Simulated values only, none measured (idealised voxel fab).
This section sets out a process module, namely voxel air gaps.
In the cross-section labelled cut, the width is 245 nm and each square cell is 5 nm.
Cross-section format: a grid of square cells, given as bands from top to bottom; each band is one or more rows of cells. It is stipulated that each band's entry specify, in nanometres, the height of the top of the band and then that of its bottom, followed by the materials of the band in left-to-right sequence, each together with its width in nanometres. A single material marked by the word "full width" is understood to fill the band from edge to edge; the word "empty" is understood to denote empty space. Heights are measured from 0, the level below which the as-received wafer is all one material; the lowest band has no bottom and continues downward, written as in "top 0, no bottom". So if you see something like "30->40" for the width, read it as the top row of the band sitting at the first number and the bottom row at the second, with every row in between moving by the same amount as the last. Where the words "no modification" appear for a step, the cross-section shows no cell changed by that step; every cell remained as before. The label "Closed void list" introduces a list of the empty spaces, 8 cells or larger, that have no open way up to the top; each entry in it reads width x height at distance, where the distance is taken from the left edge and all three are stated in nm. Past the settings on a step's line: simulator remark, on that step. overlay nm: step with mask; distance mask lay right of planned place; negative value = left of planned place.

# plan
- 1: RECEIVE: material Si
- 2: CONFORMAL_DEP: material SiO2, thk nm 10
- 3: CONFORMAL_DEP: material SiN, thk nm 5
- 4: DIRECTIONAL_DEP: material lowk, thk nm 40
- 5: DIRECTIONAL_DEP: material aC, thk nm 10
- 6: PATTERN: tone open, mask id LINES, material resist, width nm 25, pitch nm 50, thk nm 30, overlay nm 0
- 7: DIRECTIONAL_ETCH: etch materials aC, depth nm 10
- 8: STRIP: etch materials resist
- 9: DIRECTIONAL_ETCH: etch materials lowk, depth nm 40
- 10: STRIP: etch materials aC
- 11: CONFORMAL_DEP: material TiN, thk nm 5
- 12: FILL_DEP: material Ru, thk nm 5
- 13: CMP: height nm 55
- 14: EPI: material Ru, thk nm 10
- 15: SELECTIVE_ETCH: etch materials lowk, depth nm 50
- 16: CONFORMAL_DEP: material SiN, thk nm 5

# Incoming wafer in cross-section (state: after step 1)
* top 0, no bottom  Si full width
* Closed void list: none

# Wafer cross-section at end of module: start and plan as shown above, one execution error
* top 60, bottom 50  SiN full width
* top 50, bottom 10  lowk full width
* top 10, bottom 0  SiO2 full width
* top 0, no bottom  Si full width
* Closed void list: none
What went wrong in running the wafer? steps 3 and 4: order swapped relative to plan
